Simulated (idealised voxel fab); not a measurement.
process module | voxel ribs on slabs
cross-section cut | 250 nm wide | cells 5 nm
A cross-section is a grid of square cells, given in bands from the top down. A band is one or more rows of cells.
Each band's line starts with the height of the band's top and of its bottom, in nm. Then come its materials from left to right, each with its width in nm. One material with "throughout" fills the band from edge to edge. "air" is empty space.
Height 0 is the level under which the wafer as received is all one material. The lowest band goes on downwards, as in "0 down".
A width such as "30 to 40" changes by the same amount from each row of cells to the next, from the band's top row to its bottom row.
"no change" after a step means that no cell of the cross-section changed.
closed voids: empty space of 8 cells or more with no open way to the top, each as width x height at its distance from the left edge, in nm
after a step's settings: what the simulator itself notes on the step
overlay nm, on a step with a mask: how far to the right of its planned place the mask lay; to the left if negative
plan
1 op RECEIVE | material Si
2 op DIRECTIONAL_DEP | material SiO2 | thk nm 20
3 op DIRECTIONAL_DEP | material SiN | thk nm 25
4 op PATTERN | tone cover | mask id RIB | material resist | width nm 25 | thk nm 15 | overlay nm 0
5 op DIRECTIONAL_ETCH | etch materials SiN | depth nm 5
6 op STRIP | etch materials resist
7 op DIRECTIONAL_DEP | material aC | thk nm 10
8 op PATTERN | tone cover | mask id SLAB | material resist | width nm 55 | thk nm 25 | overlay nm 0
9 op DIRECTIONAL_ETCH | etch materials aC | depth nm 10
10 op STRIP | etch materials resist
11 op DIRECTIONAL_ETCH | etch materials SiN | depth nm 20
12 op STRIP | etch materials aC
13 op FILL_DEP | material SiO2 | thk nm 25
14 op CMP | height nm 65
15 op DIRECTIONAL_DEP | material TiN | thk nm 10
16 op DIRECTIONAL_DEP | material aC | thk nm 15
17 op PATTERN | tone cover | mask id HEATER | material resist | width nm 35 | thk nm 35 | overlay nm 0
18 op DIRECTIONAL_ETCH | etch materials aC | depth nm 15
19 op STRIP | etch materials resist
20 op DIRECTIONAL_ETCH | etch materials TiN | depth nm 10
21 op STRIP | etch materials aC
22 op CONFORMAL_DEP | material SiN | thk nm 10
as received, after step 1
  0 down: Si throughout
  closed voids: none
a wafer at the end: this start, this plan, one mistake
  75 to 65: air 95 | SiN 55 | air 100
  65 to 55: SiN 105 | TiN 35 | SiN 110
  55 to 45: SiO2 throughout
  45 to 40: SiO2 110 | SiN 25 | SiO2 115
  40 to 20: SiO2 95 | SiN 55 | SiO2 100
  20 to 0: SiO2 throughout
  0 down: Si throughout
  closed voids: none
what went wrong: step 14 ran as: op CMP | height nm 55
